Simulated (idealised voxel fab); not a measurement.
Process module in this document: voxel capacitor over wiring
Xsec cut, 270 nm wide, square cell size 5 nm.
Each cross-section below is a grid of square cells, stated as bands in top-down order, with one or more rows of cells making up each band. Look at the band entry: it leads with the top's height and the bottom's height in nm. Then it lists the materials left to right, with a width in nm for each. The word "edge to edge" on a single material says that material fills the band edge to edge. The word "blank" is empty space. Heights are measured from 0, the level below which the as-received wafer is all one material; the lowest band has no bottom and continues downward, written as in "from 0 down". The two numbers in a width such as "30..40" mark its ends across the band: the first belongs to the top row of cells, the second to the bottom row, and from each row to the next the width moves by the same amount. "all unchanged", as given for a step, is the statement that not any cell of the cross-section underwent a change during that step. Entry "Enclosed voids". Content: empty spaces with no open connection to the top, size 8 cells or greater. Each: width x height at distance. Distance: from left edge. Unit: nm. On a step's line, text after the settings is the simulator commenting on that step. A step line may carry the setting "overlay nm", which, for steps involving a mask, states the distance by which the mask lay to the right of its intended position; negative values denote displacement to the left.
INTENDED PROCESS STEPS
1: RECEIVE (material Si)
2: CONFORMAL_DEP (material SiO2; thk nm 10)
3: CONFORMAL_DEP (material SiN; thk nm 5)
4: DIRECTIONAL_DEP (material SiO2; thk nm 20)
5: DIRECTIONAL_DEP (material aC; thk nm 10)
6: PATTERN (tone open; mask id METAL_1; material resist; width nm 25; pitch nm 90; thk nm 25; overlay nm 0)
7: DIRECTIONAL_ETCH (etch materials aC; depth nm 10)
8: STRIP (etch materials resist)
9: DIRECTIONAL_ETCH (etch materials SiO2; depth nm 20)
10: DIRECTIONAL_ETCH (etch materials SiN; depth nm 5)
11: STRIP (etch materials aC)
12: CONFORMAL_DEP (material TiN; thk nm 5)
13: FILL_DEP (material W; thk nm 10)
14: CMP (height nm 35)
15: CONFORMAL_DEP (material SiCN; thk nm 5)
16: DIRECTIONAL_DEP (material lowk; thk nm 15)
17: PATTERN (tone open; mask id PLUG_1; material resist; width nm 15; thk nm 15; overlay nm 0)
18: DIRECTIONAL_ETCH (etch materials lowk; depth nm 15)
19: DIRECTIONAL_ETCH (etch materials SiCN; depth nm 5)
20: STRIP (etch materials resist)
21: EPI (material Ru; thk nm 10)
22: EPI (material Ru; thk nm 10)
23: DIRECTIONAL_DEP (material TiN; thk nm 10)
24: DIRECTIONAL_DEP (material HfO2; thk nm 5)
25: DIRECTIONAL_DEP (material TiN; thk nm 5)
26: PATTERN (tone cover; mask id UPPER_PLATE; material resist; width nm 70; thk nm 15; overlay nm 0)
27: DIRECTIONAL_ETCH (etch materials TiN; depth nm 5)
28: DIRECTIONAL_ETCH (etch materials HfO2; depth nm 5)
29: STRIP (etch materials resist)
30: MASKED_ETCH (tone cover; mask id LOWER_PLATE; width nm 80; etch materials TiN; depth nm 10; overlay nm 0)
31: FILL_DEP (material SiO2; thk nm 20)
32: CMP (height nm 90)
33: MASKED_ETCH (tone open; mask id PLUG_2; width nm 15; etch materials SiO2; depth nm 15; overlay nm 0)
34: CONFORMAL_DEP (material TiN; thk nm 5)
35: FILL_DEP (material W; thk nm 5)
36: CMP (height nm 90)
37: CONFORMAL_DEP (material SiN; thk nm 5)
ON THE FIRST OF THE TWO WAFERS: RUN CONDUCTED ACCORDING TO PLAN
CROSS-SECTION OF THE INCOMING WAFER, STATE AFTER STEP 1
    from 0 down | Si edge to edge
    Enclosed voids: none
SECTIONAL VIEW: WAFER, AFTER STEP 2
    from 10 to 0 | SiO2 edge to edge
    Lower than 0, everything is as it was.
SECTIONAL VIEW: WAFER, AFTER STEP 3
    from 15 to 10 | SiN edge to edge
    Lower than 10, everything is as it was.
SECTIONAL VIEW: WAFER, AFTER STEP 4
    from 35 to 15 | SiO2 edge to edge
    Lower than 15, everything is as it was.
SECTIONAL VIEW: WAFER, AFTER STEP 5
    from 45 to 35 | aC edge to edge
    Lower than 35, everything is as it was.
SECTIONAL VIEW: WAFER, AFTER STEP 6
    from 70 to 45 | resist=75 | blank=25 | resist=65 | blank=25 | resist=80
    Lower than 45, everything is as it was.
SECTIONAL VIEW: WAFER, AFTER STEP 7
    from 60 to 45 | resist=75 | blank=25 | resist=65 | blank=25 | resist=80
    from 45 to 35 | aC=75 | blank=25 | aC=65 | blank=25 | aC=80
    Lower than 35, everything is as it was.
SECTIONAL VIEW: WAFER, AFTER STEP 8
    from 45 to 35 | aC=75 | blank=25 | aC=65 | blank=25 | aC=80
    Lower than 35, everything is as it was.
SECTIONAL VIEW: WAFER, AFTER STEP 9
    from 45 to 35 | aC=75 | blank=25 | aC=65 | blank=25 | aC=80
    from 35 to 15 | SiO2=75 | blank=25 | SiO2=65 | blank=25 | SiO2=80
    Lower than 15, everything is as it was.
SECTIONAL VIEW: WAFER, AFTER STEP 10
    from 45 to 35 | aC=75 | blank=25 | aC=65 | blank=25 | aC=80
    from 35 to 15 | SiO2=75 | blank=25 | SiO2=65 | blank=25 | SiO2=80
    from 15 to 10 | SiN=75 | blank=25 | SiN=65 | blank=25 | SiN=80
    Lower than 10, everything is as it was.
SECTIONAL VIEW: WAFER, AFTER STEP 11
    from 35 to 15 | SiO2=75 | blank=25 | SiO2=65 | blank=25 | SiO2=80
    Lower than 15, everything is as it was.
SECTIONAL VIEW: WAFER, AFTER STEP 12
    from 40 to 35 | TiN=80 | blank=15 | TiN=75 | blank=15 | TiN=85
    from 35 to 15 | SiO2=75 | TiN=5 | blank=15 | TiN=5 | SiO2=65 | TiN=5 | blank=15 | TiN=5 | SiO2=80
    from 15 to 10 | SiN=75 | TiN=25 | SiN=65 | TiN=25 | SiN=80
    Lower than 10, everything is as it was.
SECTIONAL VIEW: WAFER, AFTER STEP 13
    from 50 to 40 | W edge to edge
    from 40 to 35 | TiN=80 | W=15 | TiN=75 | W=15 | TiN=85
    from 35 to 15 | SiO2=75 | TiN=5 | W=15 | TiN=5 | SiO2=65 | TiN=5 | W=15 | TiN=5 | SiO2=80
    Lower than 15, everything is as it was.
SECTIONAL VIEW: WAFER, AFTER STEP 14
    from 35 to 15 | SiO2=75 | TiN=5 | W=15 | TiN=5 | SiO2=65 | TiN=5 | W=15 | TiN=5 | SiO2=80
    Lower than 15, everything is as it was.
SECTIONAL VIEW: WAFER, AFTER STEP 15
    from 40 to 35 | SiCN edge to edge
    Lower than 35, everything is as it was.
SECTIONAL VIEW: WAFER, AFTER STEP 16
    from 55 to 40 | lowk edge to edge
    Lower than 40, everything is as it was.
SECTIONAL VIEW: WAFER, AFTER STEP 17
    from 70 to 55 | resist=85 | blank=15 | resist=170
    Lower than 55, everything is as it was.
SECTIONAL VIEW: WAFER, AFTER STEP 18
    from 70 to 55 | resist=85 | blank=15 | resist=170
    from 55 to 40 | lowk=85 | blank=15 | lowk=170
    Lower than 40, everything is as it was.
SECTIONAL VIEW: WAFER, AFTER STEP 19
    from 70 to 55 | resist=85 | blank=15 | resist=170
    from 55 to 40 | lowk=85 | blank=15 | lowk=170
    from 40 to 35 | SiCN=85 | blank=15 | SiCN=170
    Lower than 35, everything is as it was.
SECTIONAL VIEW: WAFER, AFTER STEP 20
    from 55 to 40 | lowk=85 | blank=15 | lowk=170
    Lower than 40, everything is as it was.
SECTIONAL VIEW: WAFER, AFTER STEP 21
    from 55 to 45 | lowk=85 | blank=15 | lowk=170
    from 45 to 40 | lowk=85 | Ru=15 | lowk=170
    from 40 to 35 | SiCN=85 | Ru=15 | SiCN=170
    Lower than 35, everything is as it was.
SECTIONAL VIEW: WAFER, AFTER STEP 22
    from 55 to 40 | lowk=85 | Ru=15 | lowk=170
    Lower than 40, everything is as it was.
SECTIONAL VIEW: WAFER, AFTER STEP 23
    from 65 to 55 | TiN edge to edge
    Lower than 55, everything is as it was.
SECTIONAL VIEW: WAFER, AFTER STEP 24
    from 70 to 65 | HfO2 edge to edge
    Lower than 65, everything is as it was.
SECTIONAL VIEW: WAFER, AFTER STEP 25
    from 75 to 70 | TiN edge to edge
    Lower than 70, everything is as it was.
SECTIONAL VIEW: WAFER, AFTER STEP 26
    from 90 to 75 | blank=85 | resist=70 | blank=115
    Lower than 75, everything is as it was.
SECTIONAL VIEW: WAFER, AFTER STEP 27
    from 90 to 75 | blank=85 | resist=70 | blank=115
    from 75 to 70 | blank=85 | TiN=70 | blank=115
    Lower than 70, everything is as it was.
SECTIONAL VIEW: WAFER, AFTER STEP 28
    from 90 to 75 | blank=85 | resist=70 | blank=115
    from 75 to 70 | blank=85 | TiN=70 | blank=115
    from 70 to 65 | blank=85 | HfO2=70 | blank=115
    Lower than 65, everything is as it was.
SECTIONAL VIEW: WAFER, AFTER STEP 29
    from 75 to 70 | blank=85 | TiN=70 | blank=115
    Lower than 70, everything is as it was.
SECTIONAL VIEW: WAFER, AFTER STEP 30
    from 75 to 70 | blank=85 | TiN=70 | blank=115
    from 70 to 65 | blank=85 | HfO2=70 | blank=115
    from 65 to 55 | blank=80 | TiN=80 | blank=110
    Lower than 55, everything is as it was.
SECTIONAL VIEW: WAFER, AFTER STEP 31
    from 95 to 75 | SiO2 edge to edge
    from 75 to 70 | SiO2=85 | TiN=70 | SiO2=115
    from 70 to 65 | SiO2=85 | HfO2=70 | SiO2=115
    from 65 to 55 | SiO2=80 | TiN=80 | SiO2=110
    Lower than 55, everything is as it was.
SECTIONAL VIEW: WAFER, AFTER STEP 32
    from 90 to 75 | SiO2 edge to edge
    Lower than 75, everything is as it was.
SECTIONAL VIEW: WAFER, AFTER STEP 33
    from 90 to 75 | SiO2=95 | blank=15 | SiO2=160
    Lower than 75, everything is as it was.
SECTIONAL VIEW: WAFER, AFTER STEP 34
    from 95 to 90 | TiN=100 | blank=5 | TiN=165
    from 90 to 80 | SiO2=95 | TiN=5 | blank=5 | TiN=5 | SiO2=160
    from 80 to 70 | SiO2=95..85 | TiN=15..70 | SiO2=160..115
    Lower than 70, everything is as it was.
SECTIONAL VIEW: WAFER, AFTER STEP 35
    from 100 to 95 | W edge to edge
    from 95 to 90 | TiN=100 | W=5 | TiN=165
    from 90 to 80 | SiO2=95 | TiN=5 | W=5 | TiN=5 | SiO2=160
    Lower than 80, everything is as it was.
SECTIONAL VIEW: WAFER, AFTER STEP 36
    from 90 to 80 | SiO2=95 | TiN=5 | W=5 | TiN=5 | SiO2=160
    Lower than 80, everything is as it was.
SECTIONAL VIEW: WAFER, AFTER STEP 37
    from 95 to 90 | SiN edge to edge
    Lower than 90, everything is as it was.
THE REMAINING WAFER, SECOND OF THE TWO, STARTED LIKE THE FIRST AND WAS RUN TO THE SAME PLAN, EXCEPT THAT ONE MISTAKE WAS MADE ALONG THE WAY; THE TWO COINCIDE THROUGH STEP 23, INCLUSIVE
SECOND WAFER SHOWN IN CROSS-SECTION AT THE TIME STEP 24 WAS SLATED TO END
    from 70 to 55 | TiN edge to edge
    Lower than 55, everything is as it was.
SECOND WAFER SHOWN IN CROSS-SECTION AT THE TIME STEP 25 WAS SLATED TO END
    from 75 to 70 | HfO2 edge to edge
    Lower than 70, everything is as it was.
SECOND WAFER SHOWN IN CROSS-SECTION AT THE TIME STEP 26 WAS SLATED TO END
    from 90 to 75 | blank=85 | resist=70 | blank=115
    Lower than 75, everything is as it was.
Second wafer shown in cross-section at the time step 27 was slated to end: all unchanged
SECOND WAFER SHOWN IN CROSS-SECTION AT THE TIME STEP 28 WAS SLATED TO END
    from 90 to 75 | blank=85 | resist=70 | blank=115
    from 75 to 70 | blank=85 | HfO2=70 | blank=115
    Lower than 70, everything is as it was.
SECOND WAFER SHOWN IN CROSS-SECTION AT THE TIME STEP 29 WAS SLATED TO END
    from 75 to 70 | blank=85 | HfO2=70 | blank=115
    Lower than 70, everything is as it was.
SECOND WAFER SHOWN IN CROSS-SECTION AT THE TIME STEP 30 WAS SLATED TO END
    from 75 to 70 | blank=85 | HfO2=70 | blank=115
    from 70 to 60 | blank=80 | TiN=80 | blank=110
    Lower than 60, everything is as it was.
SECOND WAFER SHOWN IN CROSS-SECTION AT THE TIME STEP 31 WAS SLATED TO END
    from 95 to 75 | SiO2 edge to edge
    from 75 to 70 | SiO2=85 | HfO2=70 | SiO2=115
    from 70 to 60 | SiO2=80 | TiN=80 | SiO2=110
    Lower than 60, everything is as it was.
SECOND WAFER SHOWN IN CROSS-SECTION AT THE TIME STEP 32 WAS SLATED TO END
    from 90 to 75 | SiO2 edge to edge
    Lower than 75, everything is as it was.
SECOND WAFER SHOWN IN CROSS-SECTION AT THE TIME STEP 33 WAS SLATED TO END
    from 90 to 75 | SiO2=95 | blank=15 | SiO2=160
    Lower than 75, everything is as it was.
SECOND WAFER SHOWN IN CROSS-SECTION AT THE TIME STEP 34 WAS SLATED TO END
    from 95 to 90 | TiN=100 | blank=5 | TiN=165
    from 90 to 80 | SiO2=95 | TiN=5 | blank=5 | TiN=5 | SiO2=160
    from 80 to 75 | SiO2=95 | TiN=15 | SiO2=160
    Lower than 75, everything is as it was.
SECOND WAFER SHOWN IN CROSS-SECTION AT THE TIME STEP 35 WAS SLATED TO END
    from 100 to 95 | W edge to edge
    from 95 to 90 | TiN=100 | W=5 | TiN=165
    from 90 to 80 | SiO2=95 | TiN=5 | W=5 | TiN=5 | SiO2=160
    Lower than 80, everything is as it was.
SECOND WAFER SHOWN IN CROSS-SECTION AT THE TIME STEP 36 WAS SLATED TO END
    from 90 to 80 | SiO2=95 | TiN=5 | W=5 | TiN=5 | SiO2=160
    Lower than 80, everything is as it was.
SECOND WAFER SHOWN IN CROSS-SECTION AT THE TIME STEP 37 WAS SLATED TO END
    from 95 to 90 | SiN edge to edge
    Lower than 90, everything is as it was.
Nonconformance to the process plan: the executed order of steps 24 and 25 is the reverse of that specified in the plan, each step having taken the other's position
Cell-count delta at end, second wafer over first, by material: SiO2: 40 fewer, TiN: 40 more
